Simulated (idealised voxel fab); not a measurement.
A process module follows: voxel transistor to metal.
155 nm wide, 5 nm square cells: that's cross-section cut.
Cross-section, as written here: a square-cell grid given band by band from the top down, where a band holds one or more rows of cells. Heights first: top, then bottom, in nm. Then materials, left to right, each with a width in nm. "edge to edge" on a single material: fills the band edge to edge. "blank": empty space. All heights in this document are referenced to 0, defined as the level beneath which the wafer, as received, consists entirely of one material. The lowest band is not bounded below; it extends indefinitely downward and is written in the form "0 nm and below". So if you see something like "30 to 40" for the width, read it as the top row of the band sitting at the first number and the bottom row at the second, with every row in between moving by the same amount as the last. When a step is marked "remained unchanged", none of the cells in the cross-section changed during that step. Closed-off voids of 8+ cells (no open route to the top) go in "Enclosed cavity list", written width x height at distance from the left edge, in nm. Note: text after step settings on the step line = simulator remark on that step. overlay nm: how far to the right of its planned place the mask lay on this masked step (negative: to the left).
### Planned process steps
1 RECEIVE | material Si
2 CONFORMAL_DEP | material SiO2 | thk nm 5
3 CONFORMAL_DEP | material SiN | thk nm 15
4 MASKED_ETCH | tone cover | mask id ACTIVE | width nm 120 | etch materials SiN | depth nm 15 | overlay nm 0
5 MASKED_ETCH | tone cover | mask id ACTIVE | width nm 120 | etch materials SiO2 | depth nm 5 | overlay nm 0
6 MASKED_ETCH | tone cover | mask id ACTIVE | width nm 120 | etch materials Si | depth nm 20 | overlay nm 0
7 FILL_DEP | material SiO2 | thk nm 5
8 CMP | height nm 20
9 SELECTIVE_ETCH | etch materials SiO2 | depth nm 10
10 STRIP | etch materials SiN
11 SELECTIVE_ETCH | etch materials SiO2 | depth nm 5
12 OXIDIZE | depth nm 5
13 DIRECTIONAL_DEP | material polySi | thk nm 20
14 DIRECTIONAL_DEP | material SiCN | thk nm 15
15 PATTERN | tone cover | mask id GATE | material resist | width nm 30 | thk nm 15 | overlay nm 0
16 DIRECTIONAL_ETCH | etch materials SiCN | depth nm 25
17 DIRECTIONAL_ETCH | etch materials polySi | depth nm 30
18 STRIP | etch materials resist
19 CONFORMAL_DEP | material SiN | thk nm 5
20 DIRECTIONAL_ETCH | etch materials SiN | depth nm 5
21 DIRECTIONAL_ETCH | etch materials SiO2 | depth nm 5
22 DIRECTIONAL_ETCH | etch materials Si | depth nm 15
23 EPI | material SiGe | thk nm 15
24 FILL_DEP | material SiO2 | thk nm 10
25 CMP | height nm 20
26 STRIP | etch materials polySi
27 SELECTIVE_ETCH | etch materials SiO2 | depth nm 5
28 CONFORMAL_DEP | material HfO2 | thk nm 5
29 CONFORMAL_DEP | material TiN | thk nm 5
30 FILL_DEP | material W | thk nm 10
31 CMP | height nm 15
32 DIRECTIONAL_DEP | material SiO2 | thk nm 15
33 PATTERN | tone open | mask id CONTACT | material resist | width nm 20 | pitch nm 80 | thk nm 20 | overlay nm 0
34 DIRECTIONAL_ETCH | etch materials SiO2 | depth nm 35
35 STRIP | etch materials resist
36 CONFORMAL_DEP | material TiN | thk nm 5
37 FILL_DEP | material W | thk nm 5
38 CMP | height nm 30
39 DIRECTIONAL_DEP | material TiN | thk nm 5
40 DIRECTIONAL_DEP | material Ru | thk nm 25
41 MASKED_ETCH | tone cover | mask id METAL_1 | width nm 20 | pitch nm 80 | etch materials Ru | depth nm 25 | overlay nm 0
42 MASKED_ETCH | tone cover | mask id METAL_1 | width nm 20 | pitch nm 80 | etch materials TiN | depth nm 5 | overlay nm 0
43 FILL_DEP | material lowk | thk nm 10
44 CMP | height nm 60
45 CONFORMAL_DEP | material SiCN | thk nm 5
46 DIRECTIONAL_DEP | material SiO2 | thk nm 35
47 MASKED_ETCH | tone open | mask id METAL_2 | width nm 20 | pitch nm 80 | etch materials SiO2 | depth nm 20 | overlay nm 0
48 DIRECTIONAL_DEP | material aC | thk nm 10
49 PATTERN | tone open | mask id METAL_2_HOLES | material resist | width nm 15 | pitch nm 80 | thk nm 30 | overlay nm 0
50 DIRECTIONAL_ETCH | etch materials aC | depth nm 10
51 STRIP | etch materials resist
52 DIRECTIONAL_ETCH | etch materials SiO2 | depth nm 15
53 DIRECTIONAL_ETCH | etch materials SiCN | depth nm 5
54 STRIP | etch materials aC
55 CONFORMAL_DEP | material TiN | thk nm 5
56 FILL_DEP | material Cu | thk nm 10
57 CMP | height nm 100
58 CONFORMAL_DEP | material SiCN | thk nm 5
### The cross-section here shows the wafer as received, i.e. in its state after step 1
0 nm and below | Si edge to edge
Enclosed cavity list: none
### Final cross-section, module run with one mistake (start and plan as above)
105 nm to 100 nm | SiCN edge to edge
100 nm to 85 nm | SiO2 25 nm, TiN 5 nm, Cu 10 nm, TiN 5 nm, SiO2 60 nm, TiN 5 nm, Cu 10 nm, TiN 5 nm, SiO2 30 nm
85 nm to 80 nm | SiO2 25 nm, TiN 5 nm, Cu 5 nm, TiN 10 nm, SiO2 60 nm, TiN 5 nm, Cu 5 nm, TiN 10 nm, SiO2 30 nm
80 nm to 65 nm | SiO2 25 nm, TiN 5 nm, Cu 5 nm, TiN 5 nm, SiO2 65 nm, TiN 5 nm, Cu 5 nm, TiN 5 nm, SiO2 35 nm
65 nm to 60 nm | SiCN 25 nm, TiN 15 nm, SiCN 65 nm, TiN 15 nm, SiCN 35 nm
60 nm to 35 nm | lowk 25 nm, Ru 20 nm, lowk 60 nm, Ru 20 nm, lowk 30 nm
35 nm to 30 nm | lowk 25 nm, TiN 20 nm, lowk 60 nm, TiN 20 nm, lowk 30 nm
30 nm to 15 nm | SiO2 25 nm, TiN 5 nm, W 10 nm, TiN 5 nm, SiO2 60 nm, TiN 5 nm, W 10 nm, TiN 5 nm, SiO2 30 nm
15 nm to 10 nm | SiO2 25 nm, TiN 5 nm, W 5 nm, TiN 10 nm, SiO2 10 nm, SiN 5 nm, HfO2 5 nm, TiN 5 nm, W 10 nm, TiN 5 nm, HfO2 5 nm, SiN 5 nm, SiO2 10 nm, TiN 10 nm, W 5 nm, TiN 5 nm, SiO2 30 nm
10 nm to 5 nm | SiO2 25 nm, TiN 5 nm, W 5 nm, TiN 5 nm, SiGe 15 nm, SiN 5 nm, HfO2 5 nm, TiN 5 nm, W 10 nm, TiN 5 nm, HfO2 5 nm, SiN 5 nm, SiGe 15 nm, TiN 5 nm, W 5 nm, TiN 5 nm, SiO2 30 nm
5 nm to 0 nm | SiO2 10 nm, SiN 5 nm, SiO2 10 nm, TiN 5 nm, W 5 nm, TiN 5 nm, SiGe 15 nm, SiN 5 nm, HfO2 5 nm, TiN 20 nm, HfO2 5 nm, SiN 5 nm, SiGe 15 nm, TiN 5 nm, W 5 nm, TiN 5 nm, SiO2 10 nm, SiN 5 nm, SiO2 15 nm
0 nm to -5 nm | SiO2 25 nm, TiN 15 nm, SiGe 15 nm, HfO2 40 nm, SiGe 15 nm, TiN 15 nm, SiO2 30 nm
-5 nm to -20 nm | SiO2 15 nm, SiGe 15 nm, SiO2 10 nm, SiGe 15 nm, Si 40 nm, SiGe 15 nm, SiO2 10 nm, SiGe 15 nm, SiO2 20 nm
-20 nm to -35 nm | Si 15 nm, SiGe 40 nm, Si 40 nm, SiGe 40 nm, Si 20 nm
-35 nm and below | Si edge to edge
Enclosed cavity list: none
What went wrong in running the wafer? plan step 22 ran twice
